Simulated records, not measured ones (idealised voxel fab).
Process module, titled voxel air gaps
Cross-section cut: width 280 nm, square cells of 5 nm.
Cross-section format: a grid of square cells, given as bands from top to bottom; each band is one or more rows of cells.
Band: top height; bottom height; in nm. Then, left to right: material with width in nm, for each material. "throughout": a single material spanning edge to edge. "blank": empty space.
Convention: height 0 is the level below which the wafer, as received, is all one material. The lowest band does not terminate at the bottom but continues downward, represented as "0..down".
The two numbers in a width such as "30..40" mark its ends across the band: the first belongs to the top row of cells, the second to the bottom row, and from each row to the next the width moves by the same amount.
No cell of the cross-section changed in a step that is given as "no modifications".
Under "Closed void table" you'll find the enclosed gaps, the ones with no way out to the top, that are 8 cells or bigger; each reads width x height at distance, with distance counted from the left edge, everything in nm.
Where a step's line continues beyond its settings, the continuation is a remark by the simulator itself on that step.
The "overlay nm" setting may appear on a step's line; for a step that uses a mask, it gives how far to the right of its planned position the mask lay, and a negative value indicates the left.

Process steps - plan
| 1 | RECEIVE with material Si |
| 2 | CONFORMAL_DEP with material SiO2, thk nm 15 |
| 3 | CONFORMAL_DEP with material SiCN, thk nm 5 |
| 4 | DIRECTIONAL_DEP with material SiO2, thk nm 30 |
| 5 | DIRECTIONAL_DEP with material aC, thk nm 10 |
| 6 | PATTERN with tone open, mask id LINES, material resist, width nm 15, pitch nm 40, thk nm 30, overlay nm 0 |
| 7 | DIRECTIONAL_ETCH with etch materials aC, depth nm 10 |
| 8 | STRIP with etch materials resist |
| 9 | DIRECTIONAL_ETCH with etch materials SiO2, depth nm 30 |
| 10 | STRIP with etch materials aC |
| 11 | CONFORMAL_DEP with material TiN, thk nm 5 |
| 12 | FILL_DEP with material Cu, thk nm 5 |
| 13 | CMP with height nm 50 |
| 14 | EPI with material Ru, thk nm 10 |
| 15 | SELECTIVE_ETCH with etch materials SiO2, depth nm 40 |
| 16 | CONFORMAL_DEP with material SiCN, thk nm 5 |

Wafer as received: cross-section following step 1
0..down | Si throughout
Closed void table: none

Cross-section, first of two wafers, end of module, run as planned
65..60 | blank=55, SiCN=165, blank=60
60..50 | blank=55, SiCN=5, Ru=35, SiCN=5, Ru=35, SiCN=5, Ru=35, SiCN=5, Ru=35, SiCN=5, blank=60
50..45 | blank=55, SiCN=15, TiN=5, Cu=5, TiN=5, SiCN=25, TiN=5, Cu=5, TiN=5, SiCN=25, TiN=5, Cu=5, TiN=5, SiCN=25, TiN=5, Cu=5, TiN=5, SiCN=15, blank=60
45..25 | blank=65, SiCN=5, TiN=5, Cu=5, TiN=5, SiCN=5, blank=15, SiCN=5, TiN=5, Cu=5, TiN=5, SiCN=5, blank=15, SiCN=5, TiN=5, Cu=5, TiN=5, SiCN=5, blank=15, SiCN=5, TiN=5, Cu=5, TiN=5, SiCN=5, blank=70
25..20 | SiCN=70, TiN=15, SiCN=25, TiN=15, SiCN=25, TiN=15, SiCN=25, TiN=15, SiCN=75
20..15 | SiCN throughout
15..0 | SiO2 throughout
0..down | Si throughout
Closed void table: 15 x 20 at 90; 15 x 20 at 130; 15 x 20 at 170

Second wafer of the two, sectioned at the end of the module. It began like the first and followed the same plan, but one mistake was made while running it
65..60 | blank=55, SiCN=170, blank=55
60..50 | blank=55, SiCN=5, Ru=160, SiCN=5, blank=55
50..45 | blank=55, SiCN=15, TiN=5, Cu=10, TiN=5, SiO2=20, TiN=5, Cu=10, TiN=5, SiO2=20, TiN=5, Cu=10, TiN=5, SiO2=20, TiN=5, Cu=10, TiN=5, SiCN=15, blank=55
45..25 | blank=65, SiCN=5, TiN=5, Cu=10, TiN=5, SiO2=20, TiN=5, Cu=10, TiN=5, SiO2=20, TiN=5, Cu=10, TiN=5, SiO2=20, TiN=5, Cu=10, TiN=5, SiCN=5, blank=65
25..20 | SiCN=70, TiN=20, SiO2=20, TiN=20, SiO2=20, TiN=20, SiO2=20, TiN=20, SiCN=70
20..15 | SiCN throughout
15..0 | SiO2 throughout
0..down | Si throughout
Closed void table: none
Deviation noted in wafer processing: step 6, actual vs plan mismatch, actual run PATTERN with tone open, mask id LINES, material resist, width nm 20, pitch nm 40, thk nm 30, overlay nm 0
Heads up, by the end the second wafer has more or fewer cells of some materials compared to the first: 20 more of Cu | 8 more of Ru | 60 fewer of SiCN | 72 more of SiO2 | 4 more of TiN
So at the end we're looking at 3 closed voids on the first wafer and 0 on the second.
